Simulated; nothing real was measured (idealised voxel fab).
process module | voxel double patterning
cross-section cut | 240 nm wide | cells 5 nm
A cross-section is a grid of square cells, given in bands from the top down. A band is one or more rows of cells.
Each band's line starts with the height of the band's top and of its bottom, in nm. Then come its materials from left to right, each with its width in nm. One material with "throughout" fills the band from edge to edge. "air" is empty space.
Height 0 is the level under which the wafer as received is all one material. The lowest band goes on downwards, as in "0 down".
A width such as "30 to 40" changes by the same amount from each row of cells to the next, from the band's top row to its bottom row.
"no change" after a step means that no cell of the cross-section changed.
closed voids: empty space of 8 cells or more with no open way to the top, each as width x height at its distance from the left edge, in nm
after a step's settings: what the simulator itself notes on the step
overlay nm, on a step with a mask: how far to the right of its planned place the mask lay; to the left if negative
Each pair below shows a cross-section before one step and the cross-section after it, down to the lowest band that changed. The line under each pair gives the step between them, with its settings. The pairs can come from different runs of this module on the same starting wafer, so a pair continues from the pair above only where its "before" says so.
before
  0 down: Si throughout
  closed voids: none
after
  5 to 0: SiN throughout
  below 0: unchanged
  closed voids: none
the step between: op CONFORMAL_DEP | material SiN | thk nm 5
before: the cross-section after the pair above
after
  15 to 5: SiO2 throughout
  below 5: unchanged
  closed voids: none
the step between: op DIRECTIONAL_DEP | material SiO2 | thk nm 10
before: the cross-section after the pair above
after
  25 to 15: SiCN throughout
  below 15: unchanged
  closed voids: none
the step between: op DIRECTIONAL_DEP | material SiCN | thk nm 10
before: the cross-section after the pair above
after
  40 to 25: resist 60 | air 15 | resist 35 | air 15 | resist 35 | air 15 | resist 65
  below 25: unchanged
  closed voids: none
the step between: op PATTERN | tone open | mask id FIRST | material resist | width nm 15 | pitch nm 50 | thk nm 15 | overlay nm 0
before: the cross-section after the pair above
after
  40 to 25: resist 60 | air 15 | resist 35 | air 15 | resist 35 | air 15 | resist 65
  25 to 15: SiCN 60 | air 15 | SiCN 35 | air 15 | SiCN 35 | air 15 | SiCN 65
  below 15: unchanged
  closed voids: none
the step between: op DIRECTIONAL_ETCH | etch materials SiCN | depth nm 10
before: the cross-section after the pair above
after
  25 to 15: SiCN 60 | air 15 | SiCN 35 | air 15 | SiCN 35 | air 15 | SiCN 65
  below 15: unchanged
  closed voids: none
the step between: op STRIP | etch materials resist
before: the cross-section after the pair above
after
  25 to 15: SiCN 60 | air 15 | SiCN 10 | air 15 | SiCN 10 | air 15 | SiCN 10 | air 15 | SiCN 10 | air 15 | SiCN 65
  below 15: unchanged
  closed voids: none
the step between: op MASKED_ETCH | tone open | mask id SECOND | width nm 15 | pitch nm 50 | etch materials SiCN | depth nm 10 | overlay nm 0
before: the cross-section after the pair above
after
  25 to 15: SiCN 60 | air 15 | SiCN 10 | air 15 | SiCN 10 | air 15 | SiCN 10 | air 15 | SiCN 10 | air 15 | SiCN 65
  15 to 5: SiO2 60 | air 15 | SiO2 10 | air 15 | SiO2 10 | air 15 | SiO2 10 | air 15 | SiO2 10 | air 15 | SiO2 65
  below 5: unchanged
  closed voids: none
the step between: op DIRECTIONAL_ETCH | etch materials SiO2 | depth nm 10
before: the cross-section after the pair above
after
  15 to 5: SiO2 60 | air 15 | SiO2 10 | air 15 | SiO2 10 | air 15 | SiO2 10 | air 15 | SiO2 10 | air 15 | SiO2 65
  below 5: unchanged
  closed voids: none
the step between: op STRIP | etch materials SiCN
before
  0 down: Si throughout
  closed voids: none
after
  10 to 0: SiO2 throughout
  below 0: unchanged
  closed voids: none
the step between: op DIRECTIONAL_DEP | material SiO2 | thk nm 10
before: the cross-section after the pair above
after
  15 to 10: SiN throughout
  below 10: unchanged
  closed voids: none
the step between: op CONFORMAL_DEP | material SiN | thk nm 5
before: the cross-section after the pair above
after
  25 to 15: SiCN throughout
  below 15: unchanged
  closed voids: none
the step between: op DIRECTIONAL_DEP | material SiCN | thk nm 10
before: the cross-section after the pair above
after
  40 to 25: resist 60 | air 15 | resist 35 | air 15 | resist 35 | air 15 | resist 65
  below 25: unchanged
  closed voids: none
the step between: op PATTERN | tone open | mask id FIRST | material resist | width nm 15 | pitch nm 50 | thk nm 15 | overlay nm 0
before: the cross-section after the pair above
after
  40 to 25: resist 60 | air 15 | resist 35 | air 15 | resist 35 | air 15 | resist 65
  25 to 15: SiCN 60 | air 15 | SiCN 35 | air 15 | SiCN 35 | air 15 | SiCN 65
  below 15: unchanged
  closed voids: none
the step between: op DIRECTIONAL_ETCH | etch materials SiCN | depth nm 10
before: the cross-section after the pair above
after
  25 to 15: SiCN 60 | air 15 | SiCN 35 | air 15 | SiCN 35 | air 15 | SiCN 65
  below 15: unchanged
  closed voids: none
the step between: op STRIP | etch materials resist
before: the cross-section after the pair above
after
  25 to 15: SiCN 60 | air 15 | SiCN 10 | air 15 | SiCN 10 | air 15 | SiCN 10 | air 15 | SiCN 10 | air 15 | SiCN 65
  below 15: unchanged
  closed voids: none
the step between: op MASKED_ETCH | tone open | mask id SECOND | width nm 15 | pitch nm 50 | etch materials SiCN | depth nm 10 | overlay nm 0
before: the cross-section after the pair above
after
  15 to 10: SiN throughout
  below 10: unchanged
  closed voids: none
the step between: op STRIP | etch materials SiCN
before
  25 to 15: SiCN 60 | air 15 | SiCN 10 | air 15 | SiCN 10 | air 15 | SiCN 10 | air 15 | SiCN 10 | air 15 | SiCN 65
  15 to 5: SiO2 throughout
  5 to 0: SiN throughout
  0 down: Si throughout
  closed voids: none
after
  25 to 15: SiCN 60 | air 15 | SiCN 10 | air 15 | SiCN 10 | air 15 | SiCN 10 | air 15 | SiCN 10 | air 15 | SiCN 65
  15 to 10: SiO2 60 | air 15 | SiO2 10 | air 15 | SiO2 10 | air 15 | SiO2 10 | air 15 | SiO2 10 | air 15 | SiO2 65
  below 10: unchanged
  closed voids: none
the step between: op DIRECTIONAL_ETCH | etch materials SiO2 | depth nm 5
before: the cross-section after the pair above
after
  15 to 10: SiO2 60 | air 15 | SiO2 10 | air 15 | SiO2 10 | air 15 | SiO2 10 | air 15 | SiO2 10 | air 15 | SiO2 65
  below 10: unchanged
  closed voids: none
the step between: op STRIP | etch materials SiCN
before
  25 to 15: SiCN 60 | air 15 | SiCN 35 | air 15 | SiCN 35 | air 15 | SiCN 65
  15 to 5: SiO2 throughout
  5 to 0: SiN throughout
  0 down: Si throughout
  closed voids: none
after
  25 to 15: SiCN 60 | air 15 | SiCN 10 | air 20 | SiCN 5 | air 15 | SiCN 10 | air 20 | SiCN 5 | air 15 | SiCN 65
  below 15: unchanged
  closed voids: none
the step between: op MASKED_ETCH | tone open | mask id SECOND | width nm 20 | pitch nm 50 | etch materials SiCN | depth nm 10 | overlay nm 0
before: the cross-section after the pair above
after
  25 to 15: SiCN 60 | air 15 | SiCN 10 | air 20 | SiCN 5 | air 15 | SiCN 10 | air 20 | SiCN 5 | air 15 | SiCN 65
  15 to 5: SiO2 60 | air 15 | SiO2 10 | air 20 | SiO2 5 | air 15 | SiO2 10 | air 20 | SiO2 5 | air 15 | SiO2 65
  below 5: unchanged
  closed voids: none
the step between: op DIRECTIONAL_ETCH | etch materials SiO2 | depth nm 10
before: the cross-section after the pair above
after
  15 to 5: SiO2 60 | air 15 | SiO2 10 | air 20 | SiO2 5 | air 15 | SiO2 10 | air 20 | SiO2 5 | air 15 | SiO2 65
  below 5: unchanged
  closed voids: none
the step between: op STRIP | etch materials SiCN
before
  25 to 15: SiCN 60 | air 15 | SiCN 35 | air 15 | SiCN 35 | air 15 | SiCN 65
  15 to 5: SiO2 throughout
  5 to 0: SiN throughout
  0 down: Si throughout
  closed voids: none
after
  25 to 15: SiCN 60 | air 15 | SiCN 20 | air 30 | SiCN 20 | air 30 | SiCN 65
  below 15: unchanged
  closed voids: none
the step between: op MASKED_ETCH | tone open | mask id SECOND | width nm 15 | pitch nm 50 | etch materials SiCN | depth nm 10 | overlay nm 10
before: the cross-section after the pair above
after
  25 to 15: SiCN 60 | air 15 | SiCN 20 | air 30 | SiCN 20 | air 30 | SiCN 65
  15 to 5: SiO2 60 | air 15 | SiO2 20 | air 30 | SiO2 20 | air 30 | SiO2 65
  below 5: unchanged
  closed voids: none
the step between: op DIRECTIONAL_ETCH | etch materials SiO2 | depth nm 10
before: the cross-section after the pair above
after
  15 to 5: SiO2 60 | air 15 | SiO2 20 | air 30 | SiO2 20 | air 30 | SiO2 65
  below 5: unchanged
  closed voids: none
the step between: op STRIP | etch materials SiCN
before
  0 down: Si throughout
  closed voids: none
after
  5 to 0: SiO2 throughout
  below 0: unchanged
  closed voids: none
the step between: op CONFORMAL_DEP | material SiO2 | thk nm 5
before: the cross-section after the pair above
after
  15 to 0: SiO2 throughout
  below 0: unchanged
  closed voids: none
the step between: op DIRECTIONAL_DEP | material SiO2 | thk nm 10
before: the cross-section after the pair above
after
  25 to 15: SiCN throughout
  below 15: unchanged
  closed voids: none
the step between: op DIRECTIONAL_DEP | material SiCN | thk nm 10
before: the cross-section after the pair above
after
  40 to 25: resist 60 | air 15 | resist 35 | air 15 | resist 35 | air 15 | resist 65
  below 25: unchanged
  closed voids: none
the step between: op PATTERN | tone open | mask id FIRST | material resist | width nm 15 | pitch nm 50 | thk nm 15 | overlay nm 0
before: the cross-section after the pair above
after
  40 to 25: resist 60 | air 15 | resist 35 | air 15 | resist 35 | air 15 | resist 65
  25 to 15: SiCN 60 | air 15 | SiCN 35 | air 15 | SiCN 35 | air 15 | SiCN 65
  below 15: unchanged
  closed voids: none
the step between: op DIRECTIONAL_ETCH | etch materials SiCN | depth nm 10
before: the cross-section after the pair above
after
  25 to 15: SiCN 60 | air 15 | SiCN 35 | air 15 | SiCN 35 | air 15 | SiCN 65
  below 15: unchanged
  closed voids: none
the step between: op STRIP | etch materials resist
before: the cross-section after the pair above
after
  25 to 15: SiCN 60 | air 15 | SiCN 10 | air 15 | SiCN 10 | air 15 | SiCN 10 | air 15 | SiCN 10 | air 15 | SiCN 65
  below 15: unchanged
  closed voids: none
the step between: op MASKED_ETCH | tone open | mask id SECOND | width nm 15 | pitch nm 50 | etch materials SiCN | depth nm 10 | overlay nm 0
before: the cross-section after the pair above
after
  25 to 15: SiCN 60 | air 15 | SiCN 10 | air 15 | SiCN 10 | air 15 | SiCN 10 | air 15 | SiCN 10 | air 15 | SiCN 65
  15 to 5: SiO2 60 | air 15 | SiO2 10 | air 15 | SiO2 10 | air 15 | SiO2 10 | air 15 | SiO2 10 | air 15 | SiO2 65
  below 5: unchanged
  closed voids: none
the step between: op DIRECTIONAL_ETCH | etch materials SiO2 | depth nm 10
before: the cross-section after the pair above
after
  15 to 5: SiO2 60 | air 15 | SiO2 10 | air 15 | SiO2 10 | air 15 | SiO2 10 | air 15 | SiO2 10 | air 15 | SiO2 65
  below 5: unchanged
  closed voids: none
the step between: op STRIP | etch materials SiCN
before
  25 to 15: SiCN 60 | air 15 | SiCN 35 | air 15 | SiCN 35 | air 15 | SiCN 65
  15 to 5: SiO2 throughout
  5 to 0: SiN throughout
  0 down: Si throughout
  closed voids: none
after
  25 to 15: air 85 | SiCN 15 | air 35 | SiCN 15 | air 90
  below 15: unchanged
  closed voids: none
the step between: op MASKED_ETCH | tone cover | mask id SECOND | width nm 15 | pitch nm 50 | etch materials SiCN | depth nm 10 | overlay nm 0
before: the cross-section after the pair above
after
  25 to 15: air 85 | SiCN 15 | air 35 | SiCN 15 | air 90
  15 to 5: air 85 | SiO2 15 | air 35 | SiO2 15 | air 90
  below 5: unchanged
  closed voids: none
the step between: op DIRECTIONAL_ETCH | etch materials SiO2 | depth nm 10
before: the cross-section after the pair above
after
  15 to 5: air 85 | SiO2 15 | air 35 | SiO2 15 | air 90
  below 5: unchanged
  closed voids: none
the step between: op STRIP | etch materials SiCN
